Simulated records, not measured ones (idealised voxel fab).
Process module, titled voxel ribs on slabs
We display cut, a cross-section 255 nm in width whose square cells are each 5 nm.
In what follows, cross-sections appear as grids of square cells, described through bands that run from the top down, where every band is one or more rows of cells. A band entry consists of two parts. The first gives the height of the band's top and the height of its bottom, in nm. The rest lists the band's materials from left to right, each with its width in nm. A single material labelled with the word "throughout" fills the band from edge to edge, and the word "blank" marks empty space. Counting heights begins at 0, where everything beneath is, in the wafer as received, one material. The lowest band has no bottom; it goes on downwards, as "from 0 down" shows. A width given as "30 to 40" starts at the first number in the band's top row and ends at the second number in its bottom row, shifting by an equal amount at every step from row to row. "nothing got changed" -> step changed no cross-section cell. Entry "Cavities, sealed". Content: empty spaces with no open connection to the top, size 8 cells or greater. Each: width x height at distance. Distance: from left edge. Unit: nm. It should be noted that, on the line of a given step, the content following the step's settings is a remark produced by the simulator itself with respect to that step. "overlay nm" answers the question of how far to the right of plan the mask lay on a step that has a mask, and when it is negative the answer is to the left. Below you will find pairs of cross-sections. In each, one shows the wafer before one process step and the other after it, with the after view ending at the lowest band that changed. Under each pair is the step separating them, along with its settings. Do not assume the pairs form a chain: they can come from different runs of this module on the same starting wafer, and a pair continues from the pair above it only when its "Pre-process cross-section" entry says so.

Pre-process cross-section:
    from 0 down  Si throughout
    Cavities, sealed: none

Result of Step:
    from 25 to 0  SiO2 throughout
    Whatever lies below 0 is exactly as it was before.
    Cavities, sealed: none
Which process step falls between the two cross-sections above? op DIRECTIONAL_DEP | material SiO2 | thk nm 25

Pre-process cross-section: same picture as after in the pair right above, so we don't repeat it.

Result of Step:
    from 40 to 25  polySi throughout
    Whatever lies below 25 is exactly as it was before.
    Cavities, sealed: none
Which process step falls between the two cross-sections above? op DIRECTIONAL_DEP | material polySi | thk nm 15

Pre-process cross-section: same picture as after in the pair right above, so we don't repeat it.

Result of Step:
    from 40 to 35  110 nm blank; 30 nm polySi; 115 nm blank
    Whatever lies below 35 is exactly as it was before.
    Cavities, sealed: none
Which process step falls between the two cross-sections above? op MASKED_ETCH | tone cover | mask id RIB | width nm 30 | etch materials polySi | depth nm 5 | overlay nm 0

Pre-process cross-section: same picture as after in the pair right above, so we don't repeat it.

Result of Step:
    from 50 to 45  110 nm blank; 30 nm aC; 115 nm blank
    from 45 to 40  aC throughout
    from 40 to 35  110 nm aC; 30 nm polySi; 115 nm aC
    Whatever lies below 35 is exactly as it was before.
    Cavities, sealed: none
Which process step falls between the two cross-sections above? op DIRECTIONAL_DEP | material aC | thk nm 10

Pre-process cross-section: same picture as after in the pair right above, so we don't repeat it.

Result of Step:
    from 80 to 50  90 nm blank; 70 nm resist; 95 nm blank
    from 50 to 45  90 nm blank; 20 nm resist; 30 nm aC; 20 nm resist; 95 nm blank
    Whatever lies below 45 is exactly as it was before.
    Cavities, sealed: none
Which process step falls between the two cross-sections above? op PATTERN | tone cover | mask id SLAB | material resist | width nm 70 | thk nm 30 | overlay nm 0

Pre-process cross-section: same picture as after in the pair right above, so we don't repeat it.

Result of Step:
    from 70 to 50  90 nm blank; 70 nm resist; 95 nm blank
    from 50 to 45  90 nm blank; 20 nm resist; 30 nm aC; 20 nm resist; 95 nm blank
    from 45 to 40  90 nm blank; 70 nm aC; 95 nm blank
    from 40 to 35  90 nm blank; 20 nm aC; 30 nm polySi; 20 nm aC; 95 nm blank
    Whatever lies below 35 is exactly as it was before.
    Cavities, sealed: none
Which process step falls between the two cross-sections above? op DIRECTIONAL_ETCH | etch materials aC | depth nm 10

Pre-process cross-section: same picture as after in the pair right above, so we don't repeat it.

Result of Step:
    from 50 to 40  110 to 90 nm blank; 30 to 70 nm aC; 115 to 95 nm blank
    Whatever lies below 40 is exactly as it was before.
    Cavities, sealed: none
Which process step falls between the two cross-sections above? op STRIP | etch materials resist

Pre-process cross-section: same picture as after in the pair right above, so we don't repeat it.

Result of Step:
    from 50 to 40  110 to 90 nm blank; 30 to 70 nm aC; 115 to 95 nm blank
    from 40 to 35  90 nm blank; 20 nm aC; 30 nm polySi; 20 nm aC; 95 nm blank
    from 35 to 25  90 nm blank; 70 nm polySi; 95 nm blank
    Whatever lies below 25 is exactly as it was before.
    Cavities, sealed: none
Which process step falls between the two cross-sections above? op DIRECTIONAL_ETCH | etch materials polySi | depth nm 10

Pre-process cross-section: same picture as after in the pair right above, so we don't repeat it.

Result of Step:
    from 40 to 35  110 nm blank; 30 nm polySi; 115 nm blank
    Whatever lies below 35 is exactly as it was before.
    Cavities, sealed: none
Which process step falls between the two cross-sections above? op STRIP | etch materials aC

Pre-process cross-section: same picture as after in the pair right above, so we don't repeat it.

Result of Step:
    from 70 to 40  SiO2 throughout
    from 40 to 35  110 nm SiO2; 30 nm polySi; 115 nm SiO2
    from 35 to 25  90 nm SiO2; 70 nm polySi; 95 nm SiO2
    Whatever lies below 25 is exactly as it was before.
    Cavities, sealed: none
Which process step falls between the two cross-sections above? op FILL_DEP | material SiO2 | thk nm 30

Pre-process cross-section: same picture as after in the pair right above, so we don't repeat it.

Result of Step:
    from 60 to 40  SiO2 throughout
    Whatever lies below 40 is exactly as it was before.
    Cavities, sealed: none
Which process step falls between the two cross-sections above? op CMP | height nm 60

Pre-process cross-section: same picture as after in the pair right above, so we don't repeat it.

Result of Step:
    from 70 to 60  TiN throughout
    Whatever lies below 60 is exactly as it was before.
    Cavities, sealed: none
Which process step falls between the two cross-sections above? op DIRECTIONAL_DEP | material TiN | thk nm 10

Pre-process cross-section: same picture as after in the pair right above, so we don't repeat it.

Result of Step:
    from 70 to 60  105 nm blank; 40 nm TiN; 110 nm blank
    Whatever lies below 60 is exactly as it was before.
    Cavities, sealed: none
Which process step falls between the two cross-sections above? op MASKED_ETCH | tone cover | mask id HEATER | width nm 40 | etch materials TiN | depth nm 10 | overlay nm 0

Pre-process cross-section: same picture as after in the pair right above, so we don't repeat it.

Result of Step:
    from 75 to 70  100 nm blank; 50 nm SiO2; 105 nm blank
    from 70 to 65  100 nm blank; 5 nm SiO2; 40 nm TiN; 5 nm SiO2; 105 nm blank
    from 65 to 60  105 nm SiO2; 40 nm TiN; 110 nm SiO2
    Whatever lies below 60 is exactly as it was before.
    Cavities, sealed: none
Which process step falls between the two cross-sections above? op CONFORMAL_DEP | material SiO2 | thk nm 5

Pre-process cross-section:
    from 25 to 0  SiO2 throughout
    from 0 down  Si throughout
    Cavities, sealed: none

Result of Step:
    from 50 to 0  SiO2 throughout
    Whatever lies below 0 is exactly as it was before.
    Cavities, sealed: none
Which process step falls between the two cross-sections above? op DIRECTIONAL_DEP | material SiO2 | thk nm 25

Pre-process cross-section: same picture as after in the pair right above, so we don't repeat it.

Result of Step:
    from 65 to 50  polySi throughout
    Whatever lies below 50 is exactly as it was before.
    Cavities, sealed: none
Which process step falls between the two cross-sections above? op DIRECTIONAL_DEP | material polySi | thk nm 15

Pre-process cross-section: same picture as after in the pair right above, so we don't repeat it.

Result of Step:
    from 65 to 60  110 nm blank; 30 nm polySi; 115 nm blank
    Whatever lies below 60 is exactly as it was before.
    Cavities, sealed: none
Which process step falls between the two cross-sections above? op MASKED_ETCH | tone cover | mask id RIB | width nm 30 | etch materials polySi | depth nm 5 | overlay nm 0

Pre-process cross-section: same picture as after in the pair right above, so we don't repeat it.

Result of Step:
    from 75 to 70  110 nm blank; 30 nm aC; 115 nm blank
    from 70 to 65  aC throughout
    from 65 to 60  110 nm aC; 30 nm polySi; 115 nm aC
    Whatever lies below 60 is exactly as it was before.
    Cavities, sealed: none
Which process step falls between the two cross-sections above? op DIRECTIONAL_DEP | material aC | thk nm 10

Pre-process cross-section: same picture as after in the pair right above, so we don't repeat it.

Result of Step:
    from 105 to 75  90 nm blank; 70 nm resist; 95 nm blank
    from 75 to 70  90 nm blank; 20 nm resist; 30 nm aC; 20 nm resist; 95 nm blank
    Whatever lies below 70 is exactly as it was before.
    Cavities, sealed: none
Which process step falls between the two cross-sections above? op PATTERN | tone cover | mask id SLAB | material resist | width nm 70 | thk nm 30 | overlay nm 0

Pre-process cross-section: same picture as after in the pair right above, so we don't repeat it.

Result of Step:
    from 95 to 75  90 nm blank; 70 nm resist; 95 nm blank
    from 75 to 70  90 nm blank; 20 nm resist; 30 nm aC; 20 nm resist; 95 nm blank
    from 70 to 65  90 nm blank; 70 nm aC; 95 nm blank
    from 65 to 60  90 nm blank; 20 nm aC; 30 nm polySi; 20 nm aC; 95 nm blank
    Whatever lies below 60 is exactly as it was before.
    Cavities, sealed: none
Which process step falls between the two cross-sections above? op DIRECTIONAL_ETCH | etch materials aC | depth nm 10

Pre-process cross-section: same picture as after in the pair right above, so we don't repeat it.

Result of Step:
    from 75 to 65  110 to 90 nm blank; 30 to 70 nm aC; 115 to 95 nm blank
    Whatever lies below 65 is exactly as it was before.
    Cavities, sealed: none
Which process step falls between the two cross-sections above? op STRIP | etch materials resist

Pre-process cross-section: same picture as after in the pair right above, so we don't repeat it.

Result of Step:
    from 75 to 65  110 to 90 nm blank; 30 to 70 nm aC; 115 to 95 nm blank
    from 65 to 60  90 nm blank; 20 nm aC; 30 nm polySi; 20 nm aC; 95 nm blank
    from 60 to 50  90 nm blank; 70 nm polySi; 95 nm blank
    Whatever lies below 50 is exactly as it was before.
    Cavities, sealed: none
Which process step falls between the two cross-sections above? op DIRECTIONAL_ETCH | etch materials polySi | depth nm 10

Pre-process cross-section: same picture as after in the pair right above, so we don't repeat it.

Result of Step:
    from 65 to 60  110 nm blank; 30 nm polySi; 115 nm blank
    Whatever lies below 60 is exactly as it was before.
    Cavities, sealed: none
Which process step falls between the two cross-sections above? op STRIP | etch materials aC

Pre-process cross-section: same picture as after in the pair right above, so we don't repeat it.

Result of Step:
    from 95 to 65  SiO2 throughout
    from 65 to 60  110 nm SiO2; 30 nm polySi; 115 nm SiO2
    from 60 to 50  90 nm SiO2; 70 nm polySi; 95 nm SiO2
    Whatever lies below 50 is exactly as it was before.
    Cavities, sealed: none
Which process step falls between the two cross-sections above? op FILL_DEP | material SiO2 | thk nm 30

Pre-process cross-section: same picture as after in the pair right above, so we don't repeat it.

Result of Step:
    from 60 to 50  90 nm SiO2; 70 nm polySi; 95 nm SiO2
    Whatever lies below 50 is exactly as it was before.
    Cavities, sealed: none
Which process step falls between the two cross-sections above? op CMP | height nm 60

Pre-process cross-section: same picture as after in the pair right above, so we don't repeat it.

Result of Step:
    from 70 to 60  TiN throughout
    Whatever lies below 60 is exactly as it was before.
    Cavities, sealed: none
Which process step falls between the two cross-sections above? op DIRECTIONAL_DEP | material TiN | thk nm 10

Pre-process cross-section: same picture as after in the pair right above, so we don't repeat it.

Result of Step:
    from 70 to 60  105 nm blank; 40 nm TiN; 110 nm blank
    Whatever lies below 60 is exactly as it was before.
    Cavities, sealed: none
Which process step falls between the two cross-sections above? op MASKED_ETCH | tone cover | mask id HEATER | width nm 40 | etch materials TiN | depth nm 10 | overlay nm 0

Pre-process cross-section: same picture as after in the pair right above, so we don't repeat it.

Result of Step:
    from 75 to 70  100 nm blank; 50 nm SiO2; 105 nm blank
    from 70 to 65  100 nm blank; 5 nm SiO2; 40 nm TiN; 5 nm SiO2; 105 nm blank
    from 65 to 60  105 nm SiO2; 40 nm TiN; 110 nm SiO2
    Whatever lies below 60 is exactly as it was before.
    Cavities, sealed: none
Which process step falls between the two cross-sections above? op CONFORMAL_DEP | material SiO2 | thk nm 5

Pre-process cross-section:
    from 0 down  Si throughout
    Cavities, sealed: none

Result of Step:
    from 15 to 0  polySi throughout
    Whatever lies below 0 is exactly as it was before.
    Cavities, sealed: none
Which process step falls between the two cross-sections above? op DIRECTIONAL_DEP | material polySi | thk nm 15

Pre-process cross-section: same picture as after in the pair right above, so we don't repeat it.

Result of Step:
    from 40 to 15  SiO2 throughout
    Whatever lies below 15 is exactly as it was before.
    Cavities, sealed: none
Which process step falls between the two cross-sections above? op DIRECTIONAL_DEP | material SiO2 | thk nm 25

Pre-process cross-section: same picture as after in the pair right above, so we don't repeat it.

Result of Step:
    from 50 to 40  aC throughout
    Whatever lies below 40 is exactly as it was before.
    Cavities, sealed: none
Which process step falls between the two cross-sections above? op DIRECTIONAL_DEP | material aC | thk nm 10

Pre-process cross-section: same picture as after in the pair right above, so we don't repeat it.

Result of Step:
    from 80 to 50  90 nm blank; 70 nm resist; 95 nm blank
    Whatever lies below 50 is exactly as it was before.
    Cavities, sealed: none
Which process step falls between the two cross-sections above? op PATTERN | tone cover | mask id SLAB | material resist | width nm 70 | thk nm 30 | overlay nm 0

Pre-process cross-section: same picture as after in the pair right above, so we don't repeat it.

Result of Step:
    from 70 to 50  90 nm blank; 70 nm resist; 95 nm blank
    from 50 to 40  90 nm blank; 70 nm aC; 95 nm blank
    Whatever lies below 40 is exactly as it was before.
    Cavities, sealed: none
Which process step falls between the two cross-sections above? op DIRECTIONAL_ETCH | etch materials aC | depth nm 10

Pre-process cross-section: same picture as after in the pair right above, so we don't repeat it.

Result of Step:
    from 50 to 40  90 nm blank; 70 nm aC; 95 nm blank
    Whatever lies below 40 is exactly as it was before.
    Cavities, sealed: none
Which process step falls between the two cross-sections above? op STRIP | etch materials resist

Pre-process cross-section: same picture as after in the pair right above, so we don't repeat it.

Result of Step:
    from 40 to 15  SiO2 throughout
    Whatever lies below 15 is exactly as it was before.
    Cavities, sealed: none
Which process step falls between the two cross-sections above? op STRIP | etch materials aC

Pre-process cross-section: same picture as after in the pair right above, so we don't repeat it.

Result of Step:
    from 70 to 15  SiO2 throughout
    Whatever lies below 15 is exactly as it was before.
    Cavities, sealed: none
Which process step falls between the two cross-sections above? op FILL_DEP | material SiO2 | thk nm 30

Pre-process cross-section: same picture as after in the pair right above, so we don't repeat it.

Result of Step:
    from 60 to 15  SiO2 throughout
    Whatever lies below 15 is exactly as it was before.
    Cavities, sealed: none
Which process step falls between the two cross-sections above? op CMP | height nm 60

Pre-process cross-section: same picture as after in the pair right above, so we don't repeat it.

Result of Step:
    from 70 to 60  TiN throughout
    Whatever lies below 60 is exactly as it was before.
    Cavities, sealed: none
Which process step falls between the two cross-sections above? op DIRECTIONAL_DEP | material TiN | thk nm 10

Pre-process cross-section: same picture as after in the pair right above, so we don't repeat it.

Result of Step:
    from 70 to 60  105 nm blank; 40 nm TiN; 110 nm blank
    Whatever lies below 60 is exactly as it was before.
    Cavities, sealed: none
Which process step falls between the two cross-sections above? op MASKED_ETCH | tone cover | mask id HEATER | width nm 40 | etch materials TiN | depth nm 10 | overlay nm 0

Pre-process cross-section: same picture as after in the pair right above, so we don't repeat it.

Result of Step:
    from 75 to 70  100 nm blank; 50 nm SiO2; 105 nm blank
    from 70 to 65  100 nm blank; 5 nm SiO2; 40 nm TiN; 5 nm SiO2; 105 nm blank
    from 65 to 60  105 nm SiO2; 40 nm TiN; 110 nm SiO2
    Whatever lies below 60 is exactly as it was before.
    Cavities, sealed: none
Which process step falls between the two cross-sections above? op CONFORMAL_DEP | material SiO2 | thk nm 5

Pre-process cross-section:
    from 0 down  Si throughout
    Cavities, sealed: none

Result of Step:
    from 15 to 0  SiO2 throughout
    Whatever lies below 0 is exactly as it was before.
    Cavities, sealed: none
Which process step falls between the two cross-sections above? op DIRECTIONAL_DEP | material SiO2 | thk nm 15

Pre-process cross-section: same picture as after in the pair right above, so we don't repeat it.

Result of Step:
    from 30 to 15  polySi throughout
    Whatever lies below 15 is exactly as it was before.
    Cavities, sealed: none
Which process step falls between the two cross-sections above? op DIRECTIONAL_DEP | material polySi | thk nm 15

Pre-process cross-section: same picture as after in the pair right above, so we don't repeat it.

Result of Step:
    from 30 to 25  110 nm blank; 30 nm polySi; 115 nm blank
    Whatever lies below 25 is exactly as it was before.
    Cavities, sealed: none
Which process step falls between the two cross-sections above? op MASKED_ETCH | tone cover | mask id RIB | width nm 30 | etch materials polySi | depth nm 5 | overlay nm 0

Pre-process cross-section: same picture as after in the pair right above, so we don't repeat it.

Result of Step:
    from 40 to 35  110 nm blank; 30 nm aC; 115 nm blank
    from 35 to 30  aC throughout
    from 30 to 25  110 nm aC; 30 nm polySi; 115 nm aC
    Whatever lies below 25 is exactly as it was before.
    Cavities, sealed: none
Which process step falls between the two cross-sections above? op DIRECTIONAL_DEP | material aC | thk nm 10

Pre-process cross-section: same picture as after in the pair right above, so we don't repeat it.

Result of Step:
    from 70 to 40  90 nm blank; 70 nm resist; 95 nm blank
    from 40 to 35  90 nm blank; 20 nm resist; 30 nm aC; 20 nm resist; 95 nm blank
    Whatever lies below 35 is exactly as it was before.
    Cavities, sealed: none
Which process step falls between the two cross-sections above? op PATTERN | tone cover | mask id SLAB | material resist | width nm 70 | thk nm 30 | overlay nm 0

Pre-process cross-section: same picture as after in the pair right above, so we don't repeat it.

Result of Step:
    from 60 to 40  90 nm blank; 70 nm resist; 95 nm blank
    from 40 to 35  90 nm blank; 20 nm resist; 30 nm aC; 20 nm resist; 95 nm blank
    from 35 to 30  90 nm blank; 70 nm aC; 95 nm blank
    from 30 to 25  90 nm blank; 20 nm aC; 30 nm polySi; 20 nm aC; 95 nm blank
    Whatever lies below 25 is exactly as it was before.
    Cavities, sealed: none
Which process step falls between the two cross-sections above? op DIRECTIONAL_ETCH | etch materials aC | depth nm 10

Pre-process cross-section: same picture as after in the pair right above, so we don't repeat it.

Result of Step:
    from 40 to 30  110 to 90 nm blank; 30 to 70 nm aC; 115 to 95 nm blank
    Whatever lies below 30 is exactly as it was before.
    Cavities, sealed: none
Which process step falls between the two cross-sections above? op STRIP | etch materials resist

Pre-process cross-section: same picture as after in the pair right above, so we don't repeat it.

Result of Step:
    from 40 to 30  110 to 90 nm blank; 30 to 70 nm aC; 115 to 95 nm blank
    from 30 to 25  90 nm blank; 20 nm aC; 30 nm polySi; 20 nm aC; 95 nm blank
    from 25 to 15  90 nm blank; 70 nm polySi; 95 nm blank
    Whatever lies below 15 is exactly as it was before.
    Cavities, sealed: none
Which process step falls between the two cross-sections above? op DIRECTIONAL_ETCH | etch materials polySi | depth nm 10

Pre-process cross-section: same picture as after in the pair right above, so we don't repeat it.

Result of Step:
    from 30 to 25  110 nm blank; 30 nm polySi; 115 nm blank
    Whatever lies below 25 is exactly as it was before.
    Cavities, sealed: none
Which process step falls between the two cross-sections above? op STRIP | etch materials aC

Pre-process cross-section: same picture as after in the pair right above, so we don't repeat it.

Result of Step:
    from 60 to 30  SiO2 throughout
    from 30 to 25  110 nm SiO2; 30 nm polySi; 115 nm SiO2
    from 25 to 15  90 nm SiO2; 70 nm polySi; 95 nm SiO2
    Whatever lies below 15 is exactly as it was before.
    Cavities, sealed: none
Which process step falls between the two cross-sections above? op FILL_DEP | material SiO2 | thk nm 30

Pre-process cross-section: same picture as after in the pair right above, so we don't repeat it.

Result of Step:
    from 70 to 60  TiN throughout
    Whatever lies below 60 is exactly as it was before.
    Cavities, sealed: none
Which process step falls between the two cross-sections above? op DIRECTIONAL_DEP | material TiN | thk nm 10

Pre-process cross-section: same picture as after in the pair right above, so we don't repeat it.

Result of Step:
    from 70 to 60  105 nm blank; 40 nm TiN; 110 nm blank
    Whatever lies below 60 is exactly as it was before.
    Cavities, sealed: none
Which process step falls between the two cross-sections above? op MASKED_ETCH | tone cover | mask id HEATER | width nm 40 | etch materials TiN | depth nm 10 | overlay nm 0

Pre-process cross-section: same picture as after in the pair right above, so we don't repeat it.

Result of Step:
    from 75 to 70  100 nm blank; 50 nm SiO2; 105 nm blank
    from 70 to 65  100 nm blank; 5 nm SiO2; 40 nm TiN; 5 nm SiO2; 105 nm blank
    from 65 to 60  105 nm SiO2; 40 nm TiN; 110 nm SiO2
    Whatever lies below 60 is exactly as it was before.
    Cavities, sealed: none
Which process step falls between the two cross-sections above? op CONFORMAL_DEP | material SiO2 | thk nm 5

Pre-process cross-section:
    from 50 to 45  110 nm blank; 30 nm aC; 115 nm blank
    from 45 to 40  aC throughout
    from 40 to 35  110 nm aC; 30 nm polySi; 115 nm aC
    from 35 to 25  polySi throughout
    from 25 to 0  SiO2 throughout
    from 0 down  Si throughout
    Cavities, sealed: none

Result of Step:
    from 80 to 50  90 nm blank; 75 nm resist; 90 nm blank
    from 50 to 45  90 nm blank; 20 nm resist; 30 nm aC; 25 nm resist; 90 nm blank
    Whatever lies below 45 is exactly as it was before.
    Cavities, sealed: none
Which process step falls between the two cross-sections above? op PATTERN | tone cover | mask id SLAB | material resist | width nm 75 | thk nm 30 | overlay nm 0

Pre-process cross-section: same picture as after in the pair right above, so we don't repeat it.

Result of Step:
    from 70 to 50  90 nm blank; 75 nm resist; 90 nm blank
    from 50 to 45  90 nm blank; 20 nm resist; 30 nm aC; 25 nm resist; 90 nm blank
    from 45 to 40  90 nm blank; 75 nm aC; 90 nm blank
    from 40 to 35  90 nm blank; 20 nm aC; 30 nm polySi; 25 nm aC; 90 nm blank
    Whatever lies below 35 is exactly as it was before.
    Cavities, sealed: none
Which process step falls between the two cross-sections above? op DIRECTIONAL_ETCH | etch materials aC | depth nm 10

Pre-process cross-section: same picture as after in the pair right above, so we don't repeat it.

Result of Step:
    from 50 to 40  110 to 90 nm blank; 30 to 75 nm aC; 115 to 90 nm blank
    Whatever lies below 40 is exactly as it was before.
    Cavities, sealed: none
Which process step falls between the two cross-sections above? op STRIP | etch materials resist

Pre-process cross-section: same picture as after in the pair right above, so we don't repeat it.

Result of Step:
    from 50 to 40  110 to 90 nm blank; 30 to 75 nm aC; 115 to 90 nm blank
    from 40 to 35  90 nm blank; 20 nm aC; 30 nm polySi; 25 nm aC; 90 nm blank
    from 35 to 25  90 nm blank; 75 nm polySi; 90 nm blank
    Whatever lies below 25 is exactly as it was before.
    Cavities, sealed: none
Which process step falls between the two cross-sections above? op DIRECTIONAL_ETCH | etch materials polySi | depth nm 10

Pre-process cross-section: same picture as after in the pair right above, so we don't repeat it.

Result of Step:
    from 40 to 35  110 nm blank; 30 nm polySi; 115 nm blank
    Whatever lies below 35 is exactly as it was before.
    Cavities, sealed: none
Which process step falls between the two cross-sections above? op STRIP | etch materials aC

Pre-process cross-section: same picture as after in the pair right above, so we don't repeat it.

Result of Step:
    from 70 to 40  SiO2 throughout
    from 40 to 35  110 nm SiO2; 30 nm polySi; 115 nm SiO2
    from 35 to 25  90 nm SiO2; 75 nm polySi; 90 nm SiO2
    Whatever lies below 25 is exactly as it was before.
    Cavities, sealed: none
Which process step falls between the two cross-sections above? op FILL_DEP | material SiO2 | thk nm 30

Pre-process cross-section: same picture as after in the pair right above, so we don't repeat it.

Result of Step:
    from 60 to 40  SiO2 throughout
    Whatever lies below 40 is exactly as it was before.
    Cavities, sealed: none
Which process step falls between the two cross-sections above? op CMP | height nm 60

Pre-process cross-section: same picture as after in the pair right above, so we don't repeat it.

Result of Step:
    from 70 to 60  TiN throughout
    Whatever lies below 60 is exactly as it was before.
    Cavities, sealed: none
Which process step falls between the two cross-sections above? op DIRECTIONAL_DEP | material TiN | thk nm 10

Pre-process cross-section: same picture as after in the pair right above, so we don't repeat it.

Result of Step:
    from 70 to 60  105 nm blank; 40 nm TiN; 110 nm blank
    Whatever lies below 60 is exactly as it was before.
    Cavities, sealed: none
Which process step falls between the two cross-sections above? op MASKED_ETCH | tone cover | mask id HEATER | width nm 40 | etch materials TiN | depth nm 10 | overlay nm 0

Pre-process cross-section: same picture as after in the pair right above, so we don't repeat it.

Result of Step:
    from 75 to 70  100 nm blank; 50 nm SiO2; 105 nm blank
    from 70 to 65  100 nm blank; 5 nm SiO2; 40 nm TiN; 5 nm SiO2; 105 nm blank
    from 65 to 60  105 nm SiO2; 40 nm TiN; 110 nm SiO2
    Whatever lies below 60 is exactly as it was before.
    Cavities, sealed: none
Which process step falls between the two cross-sections above? op CONFORMAL_DEP | material SiO2 | thk nm 5

Pre-process cross-section:
    from 40 to 25  polySi throughout
    from 25 to 0  SiO2 throughout
    from 0 down  Si throughout
    Cavities, sealed: none

Result of Step:
    from 40 to 35  115 nm blank; 30 nm polySi; 110 nm blank
    Whatever lies below 35 is exactly as it was before.
    Cavities, sealed: none
Which process step falls between the two cross-sections above? op MASKED_ETCH | tone cover | mask id RIB | width nm 30 | etch materials polySi | depth nm 5 | overlay nm 5

Pre-process cross-section: same picture as after in the pair right above, so we don't repeat it.

Result of Step:
    from 50 to 45  115 nm blank; 30 nm aC; 110 nm blank
    from 45 to 40  aC throughout
    from 40 to 35  115 nm aC; 30 nm polySi; 110 nm aC
    Whatever lies below 35 is exactly as it was before.
    Cavities, sealed: none
Which process step falls between the two cross-sections above? op DIRECTIONAL_DEP | material aC | thk nm 10

Pre-process cross-section: same picture as after in the pair right above, so we don't repeat it.

Result of Step:
    from 80 to 50  90 nm blank; 70 nm resist; 95 nm blank
    from 50 to 45  90 nm blank; 25 nm resist; 30 nm aC; 15 nm resist; 95 nm blank
    Whatever lies below 45 is exactly as it was before.
    Cavities, sealed: none
Which process step falls between the two cross-sections above? op PATTERN | tone cover | mask id SLAB | material resist | width nm 70 | thk nm 30 | overlay nm 0

Pre-process cross-section: same picture as after in the pair right above, so we don't repeat it.

Result of Step:
    from 70 to 50  90 nm blank; 70 nm resist; 95 nm blank
    from 50 to 45  90 nm blank; 25 nm resist; 30 nm aC; 15 nm resist; 95 nm blank
    from 45 to 40  90 nm blank; 70 nm aC; 95 nm blank
    from 40 to 35  90 nm blank; 25 nm aC; 30 nm polySi; 15 nm aC; 95 nm blank
    Whatever lies below 35 is exactly as it was before.
    Cavities, sealed: none
Which process step falls between the two cross-sections above? op DIRECTIONAL_ETCH | etch materials aC | depth nm 10

Pre-process cross-section: same picture as after in the pair right above, so we don't repeat it.

Result of Step:
    from 50 to 40  115 to 90 nm blank; 30 to 70 nm aC; 110 to 95 nm blank
    Whatever lies below 40 is exactly as it was before.
    Cavities, sealed: none
Which process step falls between the two cross-sections above? op STRIP | etch materials resist

Pre-process cross-section: same picture as after in the pair right above, so we don't repeat it.

Result of Step:
    from 50 to 40  115 to 90 nm blank; 30 to 70 nm aC; 110 to 95 nm blank
    from 40 to 35  90 nm blank; 25 nm aC; 30 nm polySi; 15 nm aC; 95 nm blank
    from 35 to 25  90 nm blank; 70 nm polySi; 95 nm blank
    Whatever lies below 25 is exactly as it was before.
    Cavities, sealed: none
Which process step falls between the two cross-sections above? op DIRECTIONAL_ETCH | etch materials polySi | depth nm 10

Pre-process cross-section: same picture as after in the pair right above, so we don't repeat it.

Result of Step:
    from 40 to 35  115 nm blank; 30 nm polySi; 110 nm blank
    Whatever lies below 35 is exactly as it was before.
    Cavities, sealed: none
Which process step falls between the two cross-sections above? op STRIP | etch materials aC

Pre-process cross-section: same picture as after in the pair right above, so we don't repeat it.

Result of Step:
    from 70 to 40  SiO2 throughout
    from 40 to 35  115 nm SiO2; 30 nm polySi; 110 nm SiO2
    from 35 to 25  90 nm SiO2; 70 nm polySi; 95 nm SiO2
    Whatever lies below 25 is exactly as it was before.
    Cavities, sealed: none
Which process step falls between the two cross-sections above? op FILL_DEP | material SiO2 | thk nm 30

Pre-process cross-section: same picture as after in the pair right above, so we don't repeat it.

Result of Step:
    from 60 to 40  SiO2 throughout
    Whatever lies below 40 is exactly as it was before.
    Cavities, sealed: none
Which process step falls between the two cross-sections above? op CMP | height nm 60

Pre-process cross-section: same picture as after in the pair right above, so we don't repeat it.

Result of Step:
    from 70 to 60  TiN throughout
    Whatever lies below 60 is exactly as it was before.
    Cavities, sealed: none
Which process step falls between the two cross-sections above? op DIRECTIONAL_DEP | material TiN | thk nm 10

Pre-process cross-section: same picture as after in the pair right above, so we don't repeat it.

Result of Step:
    from 70 to 60  105 nm blank; 40 nm TiN; 110 nm blank
    Whatever lies below 60 is exactly as it was before.
    Cavities, sealed: none
Which process step falls between the two cross-sections above? op MASKED_ETCH | tone cover | mask id HEATER | width nm 40 | etch materials TiN | depth nm 10 | overlay nm 0

Pre-process cross-section: same picture as after in the pair right above, so we don't repeat it.

Result of Step:
    from 75 to 70  100 nm blank; 50 nm SiO2; 105 nm blank
    from 70 to 65  100 nm blank; 5 nm SiO2; 40 nm TiN; 5 nm SiO2; 105 nm blank
    from 65 to 60  105 nm SiO2; 40 nm TiN; 110 nm SiO2
    Whatever lies below 60 is exactly as it was before.
    Cavities, sealed: none
Which process step falls between the two cross-sections above? op CONFORMAL_DEP | material SiO2 | thk nm 5

Pre-process cross-section:
    from 0 down  Si throughout
    Cavities, sealed: none

Result of Step:
    from 25 to 0  polySi throughout
    Whatever lies below 0 is exactly as it was before.
    Cavities, sealed: none
Which process step falls between the two cross-sections above? op DIRECTIONAL_DEP | material polySi | thk nm 25

Pre-process cross-section: same picture as after in the pair right above, so we don't repeat it.

Result of Step:
    from 40 to 0  polySi throughout
    Whatever lies below 0 is exactly as it was before.
    Cavities, sealed: none
Which process step falls between the two cross-sections above? op DIRECTIONAL_DEP | material polySi | thk nm 15

Pre-process cross-section: same picture as after in the pair right above, so we don't repeat it.

Result of Step:
    from 40 to 35  110 nm blank; 30 nm polySi; 115 nm blank
    Whatever lies below 35 is exactly as it was before.
    Cavities, sealed: none
Which process step falls between the two cross-sections above? op MASKED_ETCH | tone cover | mask id RIB | width nm 30 | etch materials polySi | depth nm 5 | overlay nm 0

Pre-process cross-section: same picture as after in the pair right above, so we don't repeat it.

Result of Step:
    from 50 to 45  110 nm blank; 30 nm aC; 115 nm blank
    from 45 to 40  aC throughout
    from 40 to 35  110 nm aC; 30 nm polySi; 115 nm aC
    Whatever lies below 35 is exactly as it was before.
    Cavities, sealed: none
Which process step falls between the two cross-sections above? op DIRECTIONAL_DEP | material aC | thk nm 10

Pre-process cross-section: same picture as after in the pair right above, so we don't repeat it.

Result of Step:
    from 80 to 50  90 nm blank; 70 nm resist; 95 nm blank
    from 50 to 45  90 nm blank; 20 nm resist; 30 nm aC; 20 nm resist; 95 nm blank
    Whatever lies below 45 is exactly as it was before.
    Cavities, sealed: none
Which process step falls between the two cross-sections above? op PATTERN | tone cover | mask id SLAB | material resist | width nm 70 | thk nm 30 | overlay nm 0
